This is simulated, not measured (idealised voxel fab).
The following process module bears the name voxel wiring stack.
The cross-section shown here is cut; it is 235 nm wide and divided into square cells measuring 5 nm on a side.
Cross-section format: a grid of square cells, given as bands from top to bottom; each band is one or more rows of cells. This entry defines a band. It first specifies the height of the band's top and the height of its bottom in nm, and then specifies the band's materials from left to right, stating each material with its width in nm. The word "all across" identifies a single material that fills the band from edge to edge, while the word "air" identifies empty space. Beneath 0, the wafer as received is one material, and that level is where height counting begins. The lowest band goes on downward without a bottom; it is written like "from 0 down". The notation "30 to 40" denotes a width that varies across the rows of cells in the band, beginning at the first number in the top row, finishing at the second number in the bottom row, and changing by an identical amount from each row to the next. Step marked "all unchanged"? Then no cell in the cross-section changed in it. "Closed internal voids": empty spaces of 8 cells or more with no open way to the top, each given as width x height at distance, distance from the left edge, all in nm. after a step's settings: what the simulator itself notes on the step. The optional step-line setting "overlay nm" applies to steps with a mask and quantifies how far to the right of its planned location the mask lay, a negative value indicating leftward placement.

## Set out below are the planned steps of the process
1,RECEIVE, material Si
2,CONFORMAL_DEP, material SiO2, thk nm 15
3,CONFORMAL_DEP, material SiCN, thk nm 5
4,DIRECTIONAL_DEP, material SiO2, thk nm 20
5,PATTERN, tone open, mask id METAL_1, material resist, width nm 20, pitch nm 40, thk nm 20, overlay nm 0
6,DIRECTIONAL_ETCH, etch materials SiO2, depth nm 20
7,DIRECTIONAL_ETCH, etch materials SiCN, depth nm 5
8,STRIP, etch materials resist
9,CONFORMAL_DEP, material TiN, thk nm 5
10,FILL_DEP, material Ru, thk nm 10
11,CMP, height nm 40
12,EPI, material Ru, thk nm 5
13,FILL_DEP, material SiCN, thk nm 5
14,DIRECTIONAL_DEP, material lowk, thk nm 35
15,DIRECTIONAL_DEP, material aC, thk nm 10
16,PATTERN, tone open, mask id METAL_2, material resist, width nm 20, pitch nm 40, thk nm 25, overlay nm 0
17,DIRECTIONAL_ETCH, etch materials aC, depth nm 10
18,STRIP, etch materials resist
19,DIRECTIONAL_ETCH, etch materials lowk, depth nm 20
20,STRIP, etch materials aC
21,PATTERN, tone open, mask id METAL_2_HOLES, material resist, width nm 15, pitch nm 80, thk nm 20, overlay nm 0
22,DIRECTIONAL_ETCH, etch materials lowk, depth nm 15
23,DIRECTIONAL_ETCH, etch materials SiCN, depth nm 5
24,STRIP, etch materials resist
25,CONFORMAL_DEP, material TiN, thk nm 5
26,FILL_DEP, material Cu, thk nm 5
27,CMP, height nm 85
28,CONFORMAL_DEP, material SiCN, thk nm 5
29,DIRECTIONAL_DEP, material lowk, thk nm 10
30,MASKED_ETCH, tone open, mask id PLUG_2, width nm 15, pitch nm 40, etch materials lowk, depth nm 10, overlay nm 0
31,MASKED_ETCH, tone open, mask id PLUG_2, width nm 15, pitch nm 40, etch materials SiCN, depth nm 5, overlay nm 0
32,CONFORMAL_DEP, material TiN, thk nm 5
33,FILL_DEP, material Ru, thk nm 10
34,CMP, height nm 100
35,DIRECTIONAL_DEP, material TiN, thk nm 5
36,DIRECTIONAL_DEP, material Ru, thk nm 15
37,MASKED_ETCH, tone cover, mask id METAL_3, width nm 20, pitch nm 40, etch materials Ru, depth nm 15, overlay nm 0
38,MASKED_ETCH, tone cover, mask id METAL_3, width nm 20, pitch nm 40, etch materials TiN, depth nm 5, overlay nm 0
39,FILL_DEP, material SiO2, thk nm 10
40,CMP, height nm 120
41,CONFORMAL_DEP, material SiCN, thk nm 5
42,DIRECTIONAL_DEP, material lowk, thk nm 10
43,DIRECTIONAL_DEP, material aC, thk nm 15
44,PATTERN, tone open, mask id PLUG_3, material resist, width nm 15, pitch nm 80, thk nm 35, overlay nm 0
45,DIRECTIONAL_ETCH, etch materials aC, depth nm 15
46,STRIP, etch materials resist
47,DIRECTIONAL_ETCH, etch materials lowk, depth nm 10
48,DIRECTIONAL_ETCH, etch materials SiCN, depth nm 5
49,STRIP, etch materials aC
50,CONFORMAL_DEP, material TiN, thk nm 5
51,FILL_DEP, material Ru, thk nm 10
52,CMP, height nm 135
53,CONFORMAL_DEP, material SiCN, thk nm 5
54,DIRECTIONAL_DEP, material SiO2, thk nm 15
55,PATTERN, tone open, mask id METAL_4, material resist, width nm 20, pitch nm 40, thk nm 15, overlay nm 0
56,DIRECTIONAL_ETCH, etch materials SiO2, depth nm 15
57,DIRECTIONAL_ETCH, etch materials SiCN, depth nm 5
58,STRIP, etch materials resist
59,CONFORMAL_DEP, material TiN, thk nm 5
60,FILL_DEP, material Cu, thk nm 5
61,CMP, height nm 155
62,CONFORMAL_DEP, material SiN, thk nm 5

## Cross-section of the wafer upon arrival, representing the state reached after step 1
* from 0 down = Si all across
* Closed internal voids: none

## End-of-module XS, first of two wafers, run as planned
* from 160 to 155 = SiN all across
* from 155 to 140 = 45 SiO2  5 TiN  10 Cu  5 TiN  20 SiO2  5 TiN  10 Cu  5 TiN  20 SiO2  5 TiN  10 Cu  5 TiN  20 SiO2  5 TiN  10 Cu  5 TiN  50 SiO2
* from 140 to 135 = 45 SiCN  20 TiN  20 SiCN  20 TiN  20 SiCN  20 TiN  20 SiCN  20 TiN  50 SiCN
* from 135 to 125 = 45 lowk  5 TiN  5 Ru  5 TiN  65 lowk  5 TiN  5 Ru  5 TiN  95 lowk
* from 125 to 120 = 45 SiCN  15 TiN  65 SiCN  15 TiN  95 SiCN
* from 120 to 105 = 45 SiO2  20 Ru  20 SiO2  20 Ru  20 SiO2  20 Ru  20 SiO2  20 Ru  50 SiO2
* from 105 to 100 = 45 SiO2  20 TiN  20 SiO2  20 TiN  20 SiO2  20 TiN  20 SiO2  20 TiN  50 SiO2
* from 100 to 90 = 45 lowk  5 TiN  5 Ru  5 TiN  25 lowk  5 TiN  5 Ru  5 TiN  25 lowk  5 TiN  5 Ru  5 TiN  25 lowk  5 TiN  5 Ru  5 TiN  55 lowk
* from 90 to 85 = 45 SiCN  15 TiN  25 SiCN  15 TiN  25 SiCN  15 TiN  25 SiCN  15 TiN  55 SiCN
* from 85 to 70 = 45 lowk  5 TiN  10 Cu  5 TiN  20 lowk  5 TiN  10 Cu  5 TiN  20 lowk  5 TiN  10 Cu  5 TiN  20 lowk  5 TiN  10 Cu  5 TiN  50 lowk
* from 70 to 65 = 45 lowk  5 TiN  5 Cu  10 TiN  20 lowk  20 TiN  20 lowk  5 TiN  5 Cu  10 TiN  20 lowk  20 TiN  50 lowk
* from 65 to 50 = 45 lowk  5 TiN  5 Cu  5 TiN  65 lowk  5 TiN  5 Cu  5 TiN  95 lowk
* from 50 to 45 = 45 SiCN  15 TiN  65 SiCN  15 TiN  95 SiCN
* from 45 to 40 = 40 SiCN  30 Ru  10 SiCN  30 Ru  10 SiCN  30 Ru  10 SiCN  30 Ru  45 SiCN
* from 40 to 20 = 45 SiO2  5 TiN  10 Ru  5 TiN  20 SiO2  5 TiN  10 Ru  5 TiN  20 SiO2  5 TiN  10 Ru  5 TiN  20 SiO2  5 TiN  10 Ru  5 TiN  50 SiO2
* from 20 to 15 = 45 SiCN  20 TiN  20 SiCN  20 TiN  20 SiCN  20 TiN  20 SiCN  20 TiN  50 SiCN
* from 15 to 0 = SiO2 all across
* from 0 down = Si all across
* Closed internal voids: none

## Cross-sectional image of the second wafer of the two following completion of the module. Starting state and process plan were the same as for the first wafer; one execution error occurred
* from 160 to 155 = SiN all across
* from 155 to 140 = 45 SiO2  5 TiN  10 Cu  5 TiN  20 SiO2  5 TiN  10 Cu  5 TiN  20 SiO2  5 TiN  10 Cu  5 TiN  20 SiO2  5 TiN  10 Cu  5 TiN  50 SiO2
* from 140 to 135 = 45 SiCN  20 TiN  20 SiCN  20 TiN  20 SiCN  20 TiN  20 SiCN  20 TiN  50 SiCN
* from 135 to 125 = 45 lowk  5 TiN  5 Ru  5 TiN  65 lowk  5 TiN  5 Ru  5 TiN  95 lowk
* from 125 to 120 = 45 SiCN  15 TiN  65 SiCN  15 TiN  95 SiCN
* from 120 to 105 = 45 SiO2  20 Ru  20 SiO2  20 Ru  20 SiO2  20 Ru  20 SiO2  20 Ru  50 SiO2
* from 105 to 100 = 45 SiO2  20 TiN  20 SiO2  20 TiN  20 SiO2  20 TiN  20 SiO2  20 TiN  50 SiO2
* from 100 to 90 = 45 lowk  5 TiN  5 Ru  5 TiN  25 lowk  5 TiN  5 Ru  5 TiN  25 lowk  5 TiN  5 Ru  5 TiN  25 lowk  5 TiN  5 Ru  5 TiN  55 lowk
* from 90 to 85 = 45 SiCN  15 TiN  25 SiCN  15 TiN  25 SiCN  15 TiN  25 SiCN  15 TiN  55 SiCN
* from 85 to 70 = 45 lowk  5 SiN  10 Cu  5 SiN  20 lowk  5 SiN  10 Cu  5 SiN  20 lowk  5 SiN  10 Cu  5 SiN  20 lowk  5 SiN  10 Cu  5 SiN  50 lowk
* from 70 to 65 = 45 lowk  5 SiN  5 Cu  10 SiN  20 lowk  20 SiN  20 lowk  5 SiN  5 Cu  10 SiN  20 lowk  20 SiN  50 lowk
* from 65 to 50 = 45 lowk  5 SiN  5 Cu  5 SiN  65 lowk  5 SiN  5 Cu  5 SiN  95 lowk
* from 50 to 45 = 45 SiCN  15 SiN  65 SiCN  15 SiN  95 SiCN
* from 45 to 40 = 40 SiCN  30 Ru  10 SiCN  30 Ru  10 SiCN  30 Ru  10 SiCN  30 Ru  45 SiCN
* from 40 to 20 = 45 SiO2  5 TiN  10 Ru  5 TiN  20 SiO2  5 TiN  10 Ru  5 TiN  20 SiO2  5 TiN  10 Ru  5 TiN  20 SiO2  5 TiN  10 Ru  5 TiN  50 SiO2
* from 20 to 15 = 45 SiCN  20 TiN  20 SiCN  20 TiN  20 SiCN  20 TiN  20 SiCN  20 TiN  50 SiCN
* from 15 to 0 = SiO2 all across
* from 0 down = Si all across
* Closed internal voids: none
Short version of what went wrong: step 25, actual vs plan mismatch, actual run CONFORMAL_DEP, material SiN, thk nm 5
Final comparison by cell count, materials where the second wafer has more or fewer than the first: SiN +56 | TiN -56
